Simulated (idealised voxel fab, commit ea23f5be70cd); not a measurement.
This section sets out a process module, namely voxel air gaps.
Cross-section cut spans 140 nm and uses square cells 5 nm in size.
For the purposes of this document, a cross-section shall be understood as a grid of square cells, specified as bands listed in top-to-bottom order, each band consisting of one or more rows of cells.
Top height, bottom height, nm. Materials left to right, width each, nm. Single material + "throughout" = fills band edge to edge. "blank" = empty.
Note: height 0 marks the level under which the wafer is uniformly one material as received. Lowest band unbounded below, written "0 down".
So if you see something like "30->40" for the width, read it as the top row of the band sitting at the first number and the bottom row at the second, with every row in between moving by the same amount as the last.
A step reported as "nothing was modified" is a step in which no cell of the cross-section changed.
The label "Enclosed void listing" introduces a list of the empty spaces, 8 cells or larger, that have no open way up to the top; each entry in it reads width x height at distance, where the distance is taken from the left edge and all three are stated in nm.
Note: text after step settings on the step line = simulator remark on that step.
overlay nm: mask offset rightward from planned place, masked step; negative means leftward offset.

Set out below are the planned steps of the process
1: RECEIVE with material Si
2: CONFORMAL_DEP with material SiO2, thk nm 15
3: CONFORMAL_DEP with material SiN, thk nm 5
4: DIRECTIONAL_DEP with material SiO2, thk nm 40
5: DIRECTIONAL_DEP with material aC, thk nm 10
6: PATTERN with tone open, mask id LINES, material resist, width nm 15, pitch nm 40, thk nm 25, overlay nm 0
7: DIRECTIONAL_ETCH with etch materials aC, depth nm 10
8: STRIP with etch materials resist
9: DIRECTIONAL_ETCH with etch materials SiO2, depth nm 40
10: STRIP with etch materials aC
11: CONFORMAL_DEP with material TiN, thk nm 5
12: FILL_DEP with material Ru, thk nm 5
13: CMP with height nm 60
14: EPI with material Ru, thk nm 10
15: SELECTIVE_ETCH with etch materials SiO2, depth nm 50
16: CONFORMAL_DEP with material SiCN, thk nm 5

Cross-section of the wafer as it came to us, i.e., already through step 1
  0 down: Si throughout
  Enclosed void listing: none

One mistake in running the module, otherwise start and plan as above: cross-section at the end
  75 to 70: blank 5 nm, then SiCN 125 nm, then blank 10 nm
  70 to 60: blank 5 nm, then SiCN 5 nm, then Ru 35 nm, then SiCN 5 nm, then Ru 35 nm, then SiCN 5 nm, then Ru 35 nm, then SiCN 5 nm, then blank 10 nm
  60 to 25: blank 5 nm, then SiCN 5 nm, then Ru 10 nm, then TiN 5 nm, then Ru 5 nm, then TiN 5 nm, then Ru 10 nm, then SiCN 5 nm, then Ru 10 nm, then TiN 5 nm, then Ru 5 nm, then TiN 5 nm, then Ru 10 nm, then SiCN 5 nm, then Ru 10 nm, then TiN 5 nm, then Ru 5 nm, then TiN 5 nm, then Ru 10 nm, then SiCN 5 nm, then blank 10 nm
  25 to 20: SiCN 10 nm, then Ru 10 nm, then TiN 15 nm, then Ru 10 nm, then SiCN 5 nm, then Ru 10 nm, then TiN 15 nm, then Ru 10 nm, then SiCN 5 nm, then Ru 10 nm, then TiN 15 nm, then Ru 10 nm, then SiCN 15 nm
  20 to 15: SiN throughout
  15 to 0: SiO2 throughout
  0 down: Si throughout
  Enclosed void listing: none
Which mistake was made when the wafer was run? the executed order of steps 14 and 15 is the reverse of that specified in the plan, each step having taken the other's position
